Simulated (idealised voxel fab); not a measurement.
Title: Process Module voxel gate over fins
In the cross-section labelled cut, the width is 285 nm and each square cell is 5 nm.
A cross-section in this document is a grid of square cells, and it is written down as bands, the top band listed before the ones below it; a band is made up of one or more rows of cells.
This entry defines a band. It first specifies the height of the band's top and the height of its bottom in nm, and then specifies the band's materials from left to right, stating each material with its width in nm. The word "full width" identifies a single material that fills the band from edge to edge, while the word "blank" identifies empty space.
Heads up on the height convention: 0 is the point under which the incoming wafer is all one material, and the lowest band has no bottom, it just keeps going down, like "top 0, no bottom".
Width "30->40": first value at the band's top row of cells, second value at its bottom row, equal change from row to row.
Where a step carries "nothing was modified", the cross-section came out of it unchanged, cell for cell.
The label "Closed void table" introduces a list of the empty spaces, 8 cells or larger, that have no open way up to the top; each entry in it reads width x height at distance, where the distance is taken from the left edge and all three are stated in nm.
after a step's settings: what the simulator itself notes on the step
Regarding "overlay nm": on a step with a mask, it is the distance the mask lay to the right of its planned place; a negative value places it to the left.

## plan
1 RECEIVE: material Si
2 CONFORMAL_DEP: material SiN, thk nm 5
3 DIRECTIONAL_DEP: material aC, thk nm 15
4 PATTERN: tone cover, mask id FINS, material resist, width nm 15, pitch nm 50, thk nm 30, overlay nm 0
5 DIRECTIONAL_ETCH: etch materials aC, depth nm 15
6 STRIP: etch materials resist
7 DIRECTIONAL_ETCH: etch materials SiN, depth nm 5
8 DIRECTIONAL_ETCH: etch materials Si, depth nm 40
9 STRIP: etch materials aC
10 FILL_DEP: material SiO2, thk nm 10
11 CMP: height nm 5
12 DIRECTIONAL_DEP: material aC, thk nm 15
13 PATTERN: tone open, mask id RAIL, material resist, width nm 15, thk nm 35, overlay nm 0
14 DIRECTIONAL_ETCH: etch materials aC, depth nm 15
15 STRIP: etch materials resist
16 DIRECTIONAL_ETCH: etch materials SiO2, depth nm 40
17 STRIP: etch materials aC
18 CONFORMAL_DEP: material TiN, thk nm 5
19 FILL_DEP: material W, thk nm 5
20 CMP: height nm 5
21 SELECTIVE_ETCH: etch materials W Ru TiN, depth nm 20
22 FILL_DEP: material SiO2, thk nm 5
23 CMP: height nm 5
24 SELECTIVE_ETCH: etch materials SiO2, depth nm 15
25 STRIP: etch materials SiN
26 CONFORMAL_DEP: material HfO2, thk nm 5
27 CONFORMAL_DEP: material TiN, thk nm 5
28 CONFORMAL_DEP: material TiAl, thk nm 5
29 CONFORMAL_DEP: material TiN, thk nm 5
30 FILL_DEP: material W, thk nm 10
31 CMP: height nm 25
32 CONFORMAL_DEP: material SiN, thk nm 10

## First of the two wafers, run per plan

## Cross-section of the wafer at receipt, which is the condition after step 1
> top 0, no bottom: Si full width
> Closed void table: none

## The following cross-section depicts the wafer upon completion of step 2
> top 5, bottom 0: SiN full width
> Under the height 0 nothing was changed.

## The following cross-section depicts the wafer upon completion of step 3
> top 20, bottom 5: aC full width
> Under the height 5 nothing was changed.

## The following cross-section depicts the wafer upon completion of step 4
> top 50, bottom 20: 85 of blank; 15 of resist; 35 of blank; 15 of resist; 35 of blank; 15 of resist; 85 of blank
> Under the height 20 nothing was changed.

## The following cross-section depicts the wafer upon completion of step 5
> top 35, bottom 20: 85 of blank; 15 of resist; 35 of blank; 15 of resist; 35 of blank; 15 of resist; 85 of blank
> top 20, bottom 5: 85 of blank; 15 of aC; 35 of blank; 15 of aC; 35 of blank; 15 of aC; 85 of blank
> Under the height 5 nothing was changed.

## The following cross-section depicts the wafer upon completion of step 6
> top 20, bottom 5: 85 of blank; 15 of aC; 35 of blank; 15 of aC; 35 of blank; 15 of aC; 85 of blank
> Under the height 5 nothing was changed.

## The following cross-section depicts the wafer upon completion of step 7
> top 20, bottom 5: 85 of blank; 15 of aC; 35 of blank; 15 of aC; 35 of blank; 15 of aC; 85 of blank
> top 5, bottom 0: 85 of blank; 15 of SiN; 35 of blank; 15 of SiN; 35 of blank; 15 of SiN; 85 of blank
> Under the height 0 nothing was changed.

## The following cross-section depicts the wafer upon completion of step 8
> top 20, bottom 5: 85 of blank; 15 of aC; 35 of blank; 15 of aC; 35 of blank; 15 of aC; 85 of blank
> top 5, bottom 0: 85 of blank; 15 of SiN; 35 of blank; 15 of SiN; 35 of blank; 15 of SiN; 85 of blank
> top 0, bottom -40: 85 of blank; 15 of Si; 35 of blank; 15 of Si; 35 of blank; 15 of Si; 85 of blank
> Under the height -40 nothing was changed.

## The following cross-section depicts the wafer upon completion of step 9
> top 5, bottom 0: 85 of blank; 15 of SiN; 35 of blank; 15 of SiN; 35 of blank; 15 of SiN; 85 of blank
> Under the height 0 nothing was changed.

## The following cross-section depicts the wafer upon completion of step 10
> top 15, bottom 5: SiO2 full width
> top 5, bottom 0: 85 of SiO2; 15 of SiN; 35 of SiO2; 15 of SiN; 35 of SiO2; 15 of SiN; 85 of SiO2
> top 0, bottom -40: 85 of SiO2; 15 of Si; 35 of SiO2; 15 of Si; 35 of SiO2; 15 of Si; 85 of SiO2
> Under the height -40 nothing was changed.

## The following cross-section depicts the wafer upon completion of step 11
> top 5, bottom 0: 85 of SiO2; 15 of SiN; 35 of SiO2; 15 of SiN; 35 of SiO2; 15 of SiN; 85 of SiO2
> Under the height 0 nothing was changed.

## The following cross-section depicts the wafer upon completion of step 12
> top 20, bottom 5: aC full width
> Under the height 5 nothing was changed.

## The following cross-section depicts the wafer upon completion of step 13
> top 55, bottom 20: 110 of resist; 15 of blank; 160 of resist
> Under the height 20 nothing was changed.

## The following cross-section depicts the wafer upon completion of step 14
> top 40, bottom 20: 110 of resist; 15 of blank; 160 of resist
> top 20, bottom 5: 110 of aC; 15 of blank; 160 of aC
> Under the height 5 nothing was changed.

## The following cross-section depicts the wafer upon completion of step 15
> top 20, bottom 5: 110 of aC; 15 of blank; 160 of aC
> Under the height 5 nothing was changed.

## The following cross-section depicts the wafer upon completion of step 16
> top 20, bottom 5: 110 of aC; 15 of blank; 160 of aC
> top 5, bottom 0: 85 of SiO2; 15 of SiN; 10 of SiO2; 15 of blank; 10 of SiO2; 15 of SiN; 35 of SiO2; 15 of SiN; 85 of SiO2
> top 0, bottom -35: 85 of SiO2; 15 of Si; 10 of SiO2; 15 of blank; 10 of SiO2; 15 of Si; 35 of SiO2; 15 of Si; 85 of SiO2
> Under the height -35 nothing was changed.

## The following cross-section depicts the wafer upon completion of step 17
> top 5, bottom 0: 85 of SiO2; 15 of SiN; 10 of SiO2; 15 of blank; 10 of SiO2; 15 of SiN; 35 of SiO2; 15 of SiN; 85 of SiO2
> Under the height 0 nothing was changed.

## The following cross-section depicts the wafer upon completion of step 18
> top 10, bottom 5: 115 of TiN; 5 of blank; 165 of TiN
> top 5, bottom 0: 85 of SiO2; 15 of SiN; 10 of SiO2; 5 of TiN; 5 of blank; 5 of TiN; 10 of SiO2; 15 of SiN; 35 of SiO2; 15 of SiN; 85 of SiO2
> top 0, bottom -30: 85 of SiO2; 15 of Si; 10 of SiO2; 5 of TiN; 5 of blank; 5 of TiN; 10 of SiO2; 15 of Si; 35 of SiO2; 15 of Si; 85 of SiO2
> top -30, bottom -35: 85 of SiO2; 15 of Si; 10 of SiO2; 15 of TiN; 10 of SiO2; 15 of Si; 35 of SiO2; 15 of Si; 85 of SiO2
> Under the height -35 nothing was changed.

## The following cross-section depicts the wafer upon completion of step 19
> top 15, bottom 10: W full width
> top 10, bottom 5: 115 of TiN; 5 of W; 165 of TiN
> top 5, bottom 0: 85 of SiO2; 15 of SiN; 10 of SiO2; 5 of TiN; 5 of W; 5 of TiN; 10 of SiO2; 15 of SiN; 35 of SiO2; 15 of SiN; 85 of SiO2
> top 0, bottom -30: 85 of SiO2; 15 of Si; 10 of SiO2; 5 of TiN; 5 of W; 5 of TiN; 10 of SiO2; 15 of Si; 35 of SiO2; 15 of Si; 85 of SiO2
> Under the height -30 nothing was changed.

## The following cross-section depicts the wafer upon completion of step 20
> top 5, bottom 0: 85 of SiO2; 15 of SiN; 10 of SiO2; 5 of TiN; 5 of W; 5 of TiN; 10 of SiO2; 15 of SiN; 35 of SiO2; 15 of SiN; 85 of SiO2
> Under the height 0 nothing was changed.

## The following cross-section depicts the wafer upon completion of step 21
> top 5, bottom 0: 85 of SiO2; 15 of SiN; 10 of SiO2; 15 of blank; 10 of SiO2; 15 of SiN; 35 of SiO2; 15 of SiN; 85 of SiO2
> top 0, bottom -15: 85 of SiO2; 15 of Si; 10 of SiO2; 15 of blank; 10 of SiO2; 15 of Si; 35 of SiO2; 15 of Si; 85 of SiO2
> Under the height -15 nothing was changed.

## The following cross-section depicts the wafer upon completion of step 22
> top 10, bottom 5: SiO2 full width
> top 5, bottom 0: 85 of SiO2; 15 of SiN; 35 of SiO2; 15 of SiN; 35 of SiO2; 15 of SiN; 85 of SiO2
> top 0, bottom -15: 85 of SiO2; 15 of Si; 35 of SiO2; 15 of Si; 35 of SiO2; 15 of Si; 85 of SiO2
> Under the height -15 nothing was changed.

## The following cross-section depicts the wafer upon completion of step 23
> top 5, bottom 0: 85 of SiO2; 15 of SiN; 35 of SiO2; 15 of SiN; 35 of SiO2; 15 of SiN; 85 of SiO2
> Under the height 0 nothing was changed.

## The following cross-section depicts the wafer upon completion of step 24
> top 5, bottom 0: 85 of blank; 15 of SiN; 35 of blank; 15 of SiN; 35 of blank; 15 of SiN; 85 of blank
> top 0, bottom -10: 85 of blank; 15 of Si; 35 of blank; 15 of Si; 35 of blank; 15 of Si; 85 of blank
> Under the height -10 nothing was changed.

## The following cross-section depicts the wafer upon completion of step 25
> top 0, bottom -10: 85 of blank; 15 of Si; 35 of blank; 15 of Si; 35 of blank; 15 of Si; 85 of blank
> Under the height -10 nothing was changed.

## The following cross-section depicts the wafer upon completion of step 26
> top 5, bottom 0: 80 of blank; 25 of HfO2; 25 of blank; 25 of HfO2; 25 of blank; 25 of HfO2; 80 of blank
> top 0, bottom -5: 80 of blank; 5 of HfO2; 15 of Si; 5 of HfO2; 25 of blank; 5 of HfO2; 15 of Si; 5 of HfO2; 25 of blank; 5 of HfO2; 15 of Si; 5 of HfO2; 80 of blank
> top -5, bottom -10: 85 of HfO2; 15 of Si; 35 of HfO2; 15 of Si; 35 of HfO2; 15 of Si; 85 of HfO2
> Under the height -10 nothing was changed.

## The following cross-section depicts the wafer upon completion of step 27
> top 10, bottom 5: 75 of blank; 35 of TiN; 15 of blank; 35 of TiN; 15 of blank; 35 of TiN; 75 of blank
> top 5, bottom 0: 75 of blank; 5 of TiN; 25 of HfO2; 5 of TiN; 15 of blank; 5 of TiN; 25 of HfO2; 5 of TiN; 15 of blank; 5 of TiN; 25 of HfO2; 5 of TiN; 75 of blank
> top 0, bottom -5: 80 of TiN; 5 of HfO2; 15 of Si; 5 of HfO2; 25 of TiN; 5 of HfO2; 15 of Si; 5 of HfO2; 25 of TiN; 5 of HfO2; 15 of Si; 5 of HfO2; 80 of TiN
> Under the height -5 nothing was changed.

## The following cross-section depicts the wafer upon completion of step 28
> top 15, bottom 10: 70 of blank; 45 of TiAl; 5 of blank; 45 of TiAl; 5 of blank; 45 of TiAl; 70 of blank
> top 10, bottom 5: 70 of blank; 5 of TiAl; 35 of TiN; 5 of TiAl; 5 of blank; 5 of TiAl; 35 of TiN; 5 of TiAl; 5 of blank; 5 of TiAl; 35 of TiN; 5 of TiAl; 70 of blank
> top 5, bottom 0: 75 of TiAl; 5 of TiN; 25 of HfO2; 5 of TiN; 15 of TiAl; 5 of TiN; 25 of HfO2; 5 of TiN; 15 of TiAl; 5 of TiN; 25 of HfO2; 5 of TiN; 75 of TiAl
> Under the height 0 nothing was changed.

## The following cross-section depicts the wafer upon completion of step 29
> top 20, bottom 15: 65 of blank; 155 of TiN; 65 of blank
> top 15, bottom 10: 65 of blank; 5 of TiN; 45 of TiAl; 5 of TiN; 45 of TiAl; 5 of TiN; 45 of TiAl; 5 of TiN; 65 of blank
> top 10, bottom 5: 70 of TiN; 5 of TiAl; 35 of TiN; 5 of TiAl; 5 of TiN; 5 of TiAl; 35 of TiN; 5 of TiAl; 5 of TiN; 5 of TiAl; 35 of TiN; 5 of TiAl; 70 of TiN
> Under the height 5 nothing was changed.

## The following cross-section depicts the wafer upon completion of step 30
> top 30, bottom 20: W full width
> top 20, bottom 15: 65 of W; 155 of TiN; 65 of W
> top 15, bottom 10: 65 of W; 5 of TiN; 45 of TiAl; 5 of TiN; 45 of TiAl; 5 of TiN; 45 of TiAl; 5 of TiN; 65 of W
> Under the height 10 nothing was changed.

## The following cross-section depicts the wafer upon completion of step 31
> top 25, bottom 20: W full width
> Under the height 20 nothing was changed.

## The following cross-section depicts the wafer upon completion of step 32
> top 35, bottom 25: SiN full width
> Under the height 25 nothing was changed.

## The remaining wafer, second of the two, started like the first and was run to the same plan, except that one mistake was made along the way; the two coincide through step 12, inclusive

## Second wafer, section view, time point: scheduled end of step 13
> top 55, bottom 20: 100 of resist; 15 of blank; 170 of resist
> Under the height 20 nothing was changed.

## Second wafer, section view, time point: scheduled end of step 14
> top 40, bottom 20: 100 of resist; 15 of blank; 170 of resist
> top 20, bottom 5: 100 of aC; 15 of blank; 170 of aC
> Under the height 5 nothing was changed.

## Second wafer, section view, time point: scheduled end of step 15
> top 20, bottom 5: 100 of aC; 15 of blank; 170 of aC
> Under the height 5 nothing was changed.

## Second wafer, section view, time point: scheduled end of step 16
> top 20, bottom 5: 100 of aC; 15 of blank; 170 of aC
> top 5, bottom 0: 85 of SiO2; 15 of SiN; 15 of blank; 20 of SiO2; 15 of SiN; 35 of SiO2; 15 of SiN; 85 of SiO2
> top 0, bottom -35: 85 of SiO2; 15 of Si; 15 of blank; 20 of SiO2; 15 of Si; 35 of SiO2; 15 of Si; 85 of SiO2
> Under the height -35 nothing was changed.

## Second wafer, section view, time point: scheduled end of step 17
> top 5, bottom 0: 85 of SiO2; 15 of SiN; 15 of blank; 20 of SiO2; 15 of SiN; 35 of SiO2; 15 of SiN; 85 of SiO2
> Under the height 0 nothing was changed.

## Second wafer, section view, time point: scheduled end of step 18
> top 10, bottom 5: 105 of TiN; 5 of blank; 175 of TiN
> top 5, bottom 0: 85 of SiO2; 15 of SiN; 5 of TiN; 5 of blank; 5 of TiN; 20 of SiO2; 15 of SiN; 35 of SiO2; 15 of SiN; 85 of SiO2
> top 0, bottom -30: 85 of SiO2; 15 of Si; 5 of TiN; 5 of blank; 5 of TiN; 20 of SiO2; 15 of Si; 35 of SiO2; 15 of Si; 85 of SiO2
> top -30, bottom -35: 85 of SiO2; 15 of Si; 15 of TiN; 20 of SiO2; 15 of Si; 35 of SiO2; 15 of Si; 85 of SiO2
> Under the height -35 nothing was changed.

## Second wafer, section view, time point: scheduled end of step 19
> top 15, bottom 10: W full width
> top 10, bottom 5: 105 of TiN; 5 of W; 175 of TiN
> top 5, bottom 0: 85 of SiO2; 15 of SiN; 5 of TiN; 5 of W; 5 of TiN; 20 of SiO2; 15 of SiN; 35 of SiO2; 15 of SiN; 85 of SiO2
> top 0, bottom -30: 85 of SiO2; 15 of Si; 5 of TiN; 5 of W; 5 of TiN; 20 of SiO2; 15 of Si; 35 of SiO2; 15 of Si; 85 of SiO2
> Under the height -30 nothing was changed.

## Second wafer, section view, time point: scheduled end of step 20
> top 5, bottom 0: 85 of SiO2; 15 of SiN; 5 of TiN; 5 of W; 5 of TiN; 20 of SiO2; 15 of SiN; 35 of SiO2; 15 of SiN; 85 of SiO2
> Under the height 0 nothing was changed.

## Second wafer, section view, time point: scheduled end of step 21
> top 5, bottom 0: 85 of SiO2; 15 of SiN; 15 of blank; 20 of SiO2; 15 of SiN; 35 of SiO2; 15 of SiN; 85 of SiO2
> top 0, bottom -15: 85 of SiO2; 15 of Si; 15 of blank; 20 of SiO2; 15 of Si; 35 of SiO2; 15 of Si; 85 of SiO2
> Under the height -15 nothing was changed.

## Second wafer, section view, time point: scheduled end of step 22
> top 10, bottom 5: SiO2 full width
> top 5, bottom 0: 85 of SiO2; 15 of SiN; 35 of SiO2; 15 of SiN; 35 of SiO2; 15 of SiN; 85 of SiO2
> top 0, bottom -15: 85 of SiO2; 15 of Si; 35 of SiO2; 15 of Si; 35 of SiO2; 15 of Si; 85 of SiO2
> Under the height -15 nothing was changed.

## Second wafer, section view, time point: scheduled end of step 23
> top 5, bottom 0: 85 of SiO2; 15 of SiN; 35 of SiO2; 15 of SiN; 35 of SiO2; 15 of SiN; 85 of SiO2
> Under the height 0 nothing was changed.

## Second wafer, section view, time point: scheduled end of step 24
> top 5, bottom 0: 85 of blank; 15 of SiN; 35 of blank; 15 of SiN; 35 of blank; 15 of SiN; 85 of blank
> top 0, bottom -10: 85 of blank; 15 of Si; 35 of blank; 15 of Si; 35 of blank; 15 of Si; 85 of blank
> Under the height -10 nothing was changed.

## Second wafer, section view, time point: scheduled end of step 25
> top 0, bottom -10: 85 of blank; 15 of Si; 35 of blank; 15 of Si; 35 of blank; 15 of Si; 85 of blank
> Under the height -10 nothing was changed.

## Second wafer, section view, time point: scheduled end of step 26
> top 5, bottom 0: 80 of blank; 25 of HfO2; 25 of blank; 25 of HfO2; 25 of blank; 25 of HfO2; 80 of blank
> top 0, bottom -5: 80 of blank; 5 of HfO2; 15 of Si; 5 of HfO2; 25 of blank; 5 of HfO2; 15 of Si; 5 of HfO2; 25 of blank; 5 of HfO2; 15 of Si; 5 of HfO2; 80 of blank
> top -5, bottom -10: 85 of HfO2; 15 of Si; 35 of HfO2; 15 of Si; 35 of HfO2; 15 of Si; 85 of HfO2
> Under the height -10 nothing was changed.

## Second wafer, section view, time point: scheduled end of step 27
> top 10, bottom 5: 75 of blank; 35 of TiN; 15 of blank; 35 of TiN; 15 of blank; 35 of TiN; 75 of blank
> top 5, bottom 0: 75 of blank; 5 of TiN; 25 of HfO2; 5 of TiN; 15 of blank; 5 of TiN; 25 of HfO2; 5 of TiN; 15 of blank; 5 of TiN; 25 of HfO2; 5 of TiN; 75 of blank
> top 0, bottom -5: 80 of TiN; 5 of HfO2; 15 of Si; 5 of HfO2; 25 of TiN; 5 of HfO2; 15 of Si; 5 of HfO2; 25 of TiN; 5 of HfO2; 15 of Si; 5 of HfO2; 80 of TiN
> Under the height -5 nothing was changed.

## Second wafer, section view, time point: scheduled end of step 28
> top 15, bottom 10: 70 of blank; 45 of TiAl; 5 of blank; 45 of TiAl; 5 of blank; 45 of TiAl; 70 of blank
> top 10, bottom 5: 70 of blank; 5 of TiAl; 35 of TiN; 5 of TiAl; 5 of blank; 5 of TiAl; 35 of TiN; 5 of TiAl; 5 of blank; 5 of TiAl; 35 of TiN; 5 of TiAl; 70 of blank
> top 5, bottom 0: 75 of TiAl; 5 of TiN; 25 of HfO2; 5 of TiN; 15 of TiAl; 5 of TiN; 25 of HfO2; 5 of TiN; 15 of TiAl; 5 of TiN; 25 of HfO2; 5 of TiN; 75 of TiAl
> Under the height 0 nothing was changed.

## Second wafer, section view, time point: scheduled end of step 29
> top 20, bottom 15: 65 of blank; 155 of TiN; 65 of blank
> top 15, bottom 10: 65 of blank; 5 of TiN; 45 of TiAl; 5 of TiN; 45 of TiAl; 5 of TiN; 45 of TiAl; 5 of TiN; 65 of blank
> top 10, bottom 5: 70 of TiN; 5 of TiAl; 35 of TiN; 5 of TiAl; 5 of TiN; 5 of TiAl; 35 of TiN; 5 of TiAl; 5 of TiN; 5 of TiAl; 35 of TiN; 5 of TiAl; 70 of TiN
> Under the height 5 nothing was changed.

## Second wafer, section view, time point: scheduled end of step 30
> top 30, bottom 20: W full width
> top 20, bottom 15: 65 of W; 155 of TiN; 65 of W
> top 15, bottom 10: 65 of W; 5 of TiN; 45 of TiAl; 5 of TiN; 45 of TiAl; 5 of TiN; 45 of TiAl; 5 of TiN; 65 of W
> Under the height 10 nothing was changed.

## Second wafer, section view, time point: scheduled end of step 31
> top 25, bottom 20: W full width
> Under the height 20 nothing was changed.

## Second wafer, section view, time point: scheduled end of step 32
> top 35, bottom 25: SiN full width
> Under the height 25 nothing was changed.
Processing error: step 13 was not run as planned; what actually ran was PATTERN: tone open, mask id RAIL, material resist, width nm 15, thk nm 35, overlay nm -10
Tallied in cells, the final second wafer holds each material in the same quantity as the first, although not at the same places.
